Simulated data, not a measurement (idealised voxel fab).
process module | voxel capacitor over wiring
cross-section cut | 255 nm wide | cells 5 nm
A cross-section is a grid of square cells, given in bands from the top down. A band is one or more rows of cells.
Each band's line starts with the height of the band's top and of its bottom, in nm. Then come its materials from left to right, each with its width in nm. One material with "throughout" fills the band from edge to edge. "air" is empty space.
Height 0 is the level under which the wafer as received is all one material. The lowest band goes on downwards, as in "0 down".
A width such as "30 to 40" changes by the same amount from each row of cells to the next, from the band's top row to its bottom row.
"no change" after a step means that no cell of the cross-section changed.
closed voids: empty space of 8 cells or more with no open way to the top, each as width x height at its distance from the left edge, in nm
after a step's settings: what the simulator itself notes on the step
overlay nm, on a step with a mask: how far to the right of its planned place the mask lay; to the left if negative
plan
1 op RECEIVE | material Si
2 op CONFORMAL_DEP | material SiO2 | thk nm 15
3 op DIRECTIONAL_DEP | material TiN | thk nm 5
4 op DIRECTIONAL_DEP | material Ru | thk nm 15
5 op PATTERN | tone cover | mask id METAL_1 | material resist | width nm 30 | pitch nm 95 | thk nm 15 | overlay nm 0
6 op DIRECTIONAL_ETCH | etch materials Ru | depth nm 15
7 op DIRECTIONAL_ETCH | etch materials TiN | depth nm 5
8 op STRIP | etch materials resist
9 op FILL_DEP | material lowk | thk nm 5
10 op CMP | height nm 35
11 op CONFORMAL_DEP | material SiCN | thk nm 5
12 op DIRECTIONAL_DEP | material SiO2 | thk nm 10
13 op MASKED_ETCH | tone open | mask id PLUG_1 | width nm 15 | etch materials SiO2 | depth nm 10 | overlay nm 0
14 op MASKED_ETCH | tone open | mask id PLUG_1 | width nm 15 | etch materials SiCN | depth nm 5 | overlay nm 0
15 op EPI | material Ru | thk nm 10
16 op EPI | material Ru | thk nm 5
17 op DIRECTIONAL_DEP | material TiN | thk nm 5
18 op DIRECTIONAL_DEP | material HfO2 | thk nm 5
19 op DIRECTIONAL_DEP | material TiN | thk nm 5
20 op DIRECTIONAL_DEP | material aC | thk nm 10
21 op PATTERN | tone cover | mask id UPPER_PLATE | material resist | width nm 70 | thk nm 25 | overlay nm 0
22 op DIRECTIONAL_ETCH | etch materials aC | depth nm 10
23 op STRIP | etch materials resist
24 op DIRECTIONAL_ETCH | etch materials TiN | depth nm 5
25 op DIRECTIONAL_ETCH | etch materials HfO2 | depth nm 5
26 op STRIP | etch materials aC
27 op PATTERN | tone cover | mask id LOWER_PLATE | material resist | width nm 80 | thk nm 15 | overlay nm 0
28 op DIRECTIONAL_ETCH | etch materials TiN | depth nm 5
29 op STRIP | etch materials resist
30 op FILL_DEP | material SiO2 | thk nm 15
31 op CMP | height nm 75
32 op PATTERN | tone open | mask id PLUG_2 | material resist | width nm 15 | thk nm 15 | overlay nm 0
33 op DIRECTIONAL_ETCH | etch materials SiO2 | depth nm 10
34 op STRIP | etch materials resist
35 op CONFORMAL_DEP | material TiN | thk nm 5
36 op FILL_DEP | material Cu | thk nm 10
37 op CMP | height nm 75
38 op CONFORMAL_DEP | material SiCN | thk nm 5
as received, after step 1
  0 down: Si throughout
  closed voids: none
first wafer at the end, as planned
  80 to 75: SiCN throughout
  75 to 70: SiO2 90 | TiN 5 | Cu 5 | TiN 5 | SiO2 150
  70 to 60: SiO2 90 to 80 | TiN 15 to 70 | SiO2 150 to 105
  60 to 55: SiO2 80 | HfO2 70 | SiO2 105
  55 to 50: SiO2 75 | TiN 80 | SiO2 100
  50 to 40: SiO2 80 | Ru 15 | SiO2 160
  40 to 35: SiCN 80 | Ru 15 | SiCN 160
  35 to 20: lowk 65 | Ru 30 | lowk 65 | Ru 30 | lowk 65
  20 to 15: lowk 65 | TiN 30 | lowk 65 | TiN 30 | lowk 65
  15 to 0: SiO2 throughout
  0 down: Si throughout
  closed voids: none
second wafer at the end: like start, like plan, one mistake
  80 to 75: SiCN throughout
  75 to 70: SiO2 90 | TiN 5 | Cu 5 | TiN 5 | SiO2 150
  70 to 65: SiO2 90 | TiN 15 | SiO2 150
  65 to 60: Cu throughout
  60 to 55: HfO2 throughout
  55 to 50: TiN throughout
  50 to 40: SiO2 80 | Ru 15 | SiO2 160
  40 to 35: SiCN 80 | Ru 15 | SiCN 160
  35 to 20: lowk 65 | Ru 30 | lowk 65 | Ru 30 | lowk 65
  20 to 15: lowk 65 | TiN 30 | lowk 65 | TiN 30 | lowk 65
  15 to 0: SiO2 throughout
  0 down: Si throughout
  closed voids: none
what went wrong: step 19 ran as: op DIRECTIONAL_DEP | material Cu | thk nm 5
at the end the second wafer has, in cells: 51 more of Cu | 37 more of HfO2 | 109 fewer of SiO2 | 21 more of TiN
